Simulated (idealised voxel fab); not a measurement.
The following is a process module called voxel released beams.
This is section cut - it's 245 nm across, gridded in 5 nm square cells.
Cross-section, as written here: a square-cell grid given band by band from the top down, where a band holds one or more rows of cells.
Look at the band entry: it leads with the top's height and the bottom's height in nm. Then it lists the materials left to right, with a width in nm for each. The word "everywhere" on a single material says that material fills the band edge to edge. The word "blank" is empty space.
Height is counted from the level 0, under which the received wafer is composed throughout of one material. The lowest of the bands is not closed at the bottom but continues downward, in the notation "0 nm and below".
A width given as "30..40" starts at the first number in the band's top row and ends at the second number in its bottom row, shifting by an equal amount at every step from row to row.
A step reported as "nothing altered" is a step in which no cell of the cross-section changed.
Listed in "Closed voids list": every empty space of 8 or more cells without an open way to the top. Form: width x height at distance, the distance being from the left edge, all in nm.
What comes after the settings on a step's line is commentary from the simulator itself on that step.
overlay nm: how far to the right of its planned place the mask lay on this masked step (negative: to the left).
So here's the lineup of process steps we planned
1) RECEIVE [material Si]
2) CONFORMAL_DEP [material Al2O3] [thk nm 5]
3) DIRECTIONAL_DEP [material SiO2] [thk nm 15]
4) PATTERN [tone open] [mask id ANCHOR] [material resist] [width nm 45] [thk nm 15] [overlay nm 0]
5) DIRECTIONAL_ETCH [etch materials SiO2] [depth nm 15]
6) STRIP [etch materials resist]
7) CONFORMAL_DEP [material W] [thk nm 15]
8) PATTERN [tone cover] [mask id BEAM] [material resist] [width nm 105] [thk nm 20] [overlay nm 0]
9) DIRECTIONAL_ETCH [etch materials W] [depth nm 15]
10) STRIP [etch materials resist]
11) STRIP [etch materials SiO2]
Wafer as received: cross-section following step 1
	0 nm and below: Si everywhere
	Closed voids list: none
Sectioned view, first of two wafers, at the close of the module, processed as intended in the plan
	35 nm to 20 nm: blank: 65 / W: 20 / blank: 15 / W: 70 / blank: 75
	20 nm to 5 nm: blank: 70 / W: 45 / blank: 130
	5 nm to 0 nm: Al2O3 everywhere
	0 nm and below: Si everywhere
	Closed voids list: none
This is the second of the two wafers, cross-sectioned at the end of the module; it started exactly like the first and was given the same plan, but it was run with one mistake
	35 nm to 20 nm: blank: 65 / W: 25 / blank: 10 / W: 70 / blank: 75
	20 nm to 5 nm: blank: 75 / W: 40 / blank: 130
	5 nm to 0 nm: Al2O3 everywhere
	0 nm and below: Si everywhere
	Closed voids list: none
Processing error: step 4 went in with a setting other than planned; the actual run was PATTERN [tone open] [mask id ANCHOR] [material resist] [width nm 40] [thk nm 15] [overlay nm 0]
Comparing end states, the material composition by cell count is preserved from the first wafer to the second, while the locations of the cells are not.
